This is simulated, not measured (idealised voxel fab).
You're looking at the process module voxel capacitor over wiring.
Cross-section cut: width 210 nm, square cells of 5 nm.
Think of the cross-section as a grid of square cells. We describe it in bands, top to bottom, and each band covers one or more rows of those cells. A band entry consists of two parts. The first gives the height of the band's top and the height of its bottom, in nm. The rest lists the band's materials from left to right, each with its width in nm. A single material labelled with the word "throughout" fills the band from edge to edge, and the word "empty" marks empty space. The reference from which all heights are counted is 0, the level beneath which the as-received wafer is entirely one material; the lowest band, having no lower bound, proceeds downward and is written after the example "z 0 and below". So if you see something like "30..40" for the width, read it as the top row of the band sitting at the first number and the bottom row at the second, with every row in between moving by the same amount as the last. Step marked "no modification"? Then no cell in the cross-section changed in it. Empty spaces counting at least 8 cells and having no open way to the top are listed in "Sealed voids". The notation width x height at distance is used for each, the distance being from the left edge and all three values in nm. On each step's line, the part that comes after the settings is the simulator's own comment on the step. When a step includes a mask, the "overlay nm" setting on its line states how far to the right of its planned place that mask lay, and negative values state how far to the left.

Steps planned for the process:
1,op RECEIVE | material Si
2,op CONFORMAL_DEP | material SiO2 | thk nm 15
3,op DIRECTIONAL_DEP | material TiN | thk nm 5
4,op DIRECTIONAL_DEP | material W | thk nm 20
5,op PATTERN | tone cover | mask id METAL_1 | material resist | width nm 25 | pitch nm 85 | thk nm 15 | overlay nm 0
6,op DIRECTIONAL_ETCH | etch materials W | depth nm 20
7,op DIRECTIONAL_ETCH | etch materials TiN | depth nm 5
8,op STRIP | etch materials resist
9,op CONFORMAL_DEP | material SiN | thk nm 5
10,op FILL_DEP | material lowk | thk nm 5
11,op CMP | height nm 40
12,op CONFORMAL_DEP | material SiCN | thk nm 5
13,op DIRECTIONAL_DEP | material lowk | thk nm 15
14,op DIRECTIONAL_DEP | material aC | thk nm 15
15,op PATTERN | tone open | mask id PLUG_1 | material resist | width nm 15 | thk nm 30 | overlay nm 0
16,op DIRECTIONAL_ETCH | etch materials aC | depth nm 15
17,op STRIP | etch materials resist
18,op DIRECTIONAL_ETCH | etch materials lowk | depth nm 15
19,op DIRECTIONAL_ETCH | etch materials SiCN | depth nm 5
20,op STRIP | etch materials aC
21,op EPI | material Ru | thk nm 10
22,op EPI | material Ru | thk nm 10
23,op DIRECTIONAL_DEP | material TiN | thk nm 10
24,op DIRECTIONAL_DEP | material SiN | thk nm 5
25,op DIRECTIONAL_DEP | material TiN | thk nm 5
26,op PATTERN | tone cover | mask id UPPER_PLATE | material resist | width nm 65 | thk nm 15 | overlay nm 0
27,op DIRECTIONAL_ETCH | etch materials TiN | depth nm 5
28,op DIRECTIONAL_ETCH | etch materials SiN | depth nm 5
29,op STRIP | etch materials resist
30,op PATTERN | tone cover | mask id LOWER_PLATE | material resist | width nm 75 | thk nm 20 | overlay nm 0
31,op DIRECTIONAL_ETCH | etch materials TiN | depth nm 10
32,op STRIP | etch materials resist
33,op FILL_DEP | material SiO2 | thk nm 15
34,op CMP | height nm 90
35,op DIRECTIONAL_DEP | material aC | thk nm 10
36,op PATTERN | tone open | mask id PLUG_2 | material resist | width nm 15 | thk nm 30 | overlay nm 0
37,op DIRECTIONAL_ETCH | etch materials aC | depth nm 10
38,op STRIP | etch materials resist
39,op DIRECTIONAL_ETCH | etch materials SiO2 | depth nm 10
40,op STRIP | etch materials aC
41,op CONFORMAL_DEP | material TiN | thk nm 5
42,op FILL_DEP | material Ru | thk nm 10
43,op CMP | height nm 90
44,op CONFORMAL_DEP | material SiCN | thk nm 5

Step 1 complete: cross-section of the wafer as received:
    z 0 and below = Si throughout
    Sealed voids: none

Look at the cross-section after the module: the wafer started out the way shown above and the plan was the one shown above, yet one mistake was made along the way:
    z 95 to 90 = SiCN throughout
    z 90 to 85 = 70 nm SiO2 / 5 nm TiN / 5 nm Ru / 5 nm TiN / 125 nm SiO2
    z 85 to 75 = 70..60 nm SiO2 / 15..25 nm TiN / 125 nm SiO2
    z 75 to 70 = 60 nm SiO2 / 25 nm SiN / 125 nm SiO2
    z 70 to 65 = 55 nm SiO2 / 70 nm TiN / 85 nm SiO2
    z 65 to 60 = 55 nm SiO2 / 30 nm TiN / 40 nm SiN / 85 nm SiO2
    z 60 to 50 = 50 nm SiO2 / 35 nm Ru / 45 nm TiN / 80 nm SiO2
    z 50 to 45 = 60 nm lowk / 15 nm Ru / 135 nm lowk
    z 45 to 40 = 60 nm SiCN / 15 nm Ru / 135 nm SiCN
    z 40 to 20 = 45 nm lowk / 5 nm SiN / 25 nm W / 5 nm SiN / 50 nm lowk / 5 nm SiN / 25 nm W / 5 nm SiN / 45 nm lowk
    z 20 to 15 = 50 nm SiN / 25 nm TiN / 60 nm SiN / 25 nm TiN / 50 nm SiN
    z 15 to 0 = SiO2 throughout
    z 0 and below = Si throughout
    Sealed voids: none
Short version of what went wrong: step 13 was processed under conditions differing from the plan, specifically as op DIRECTIONAL_DEP | material lowk | thk nm 5
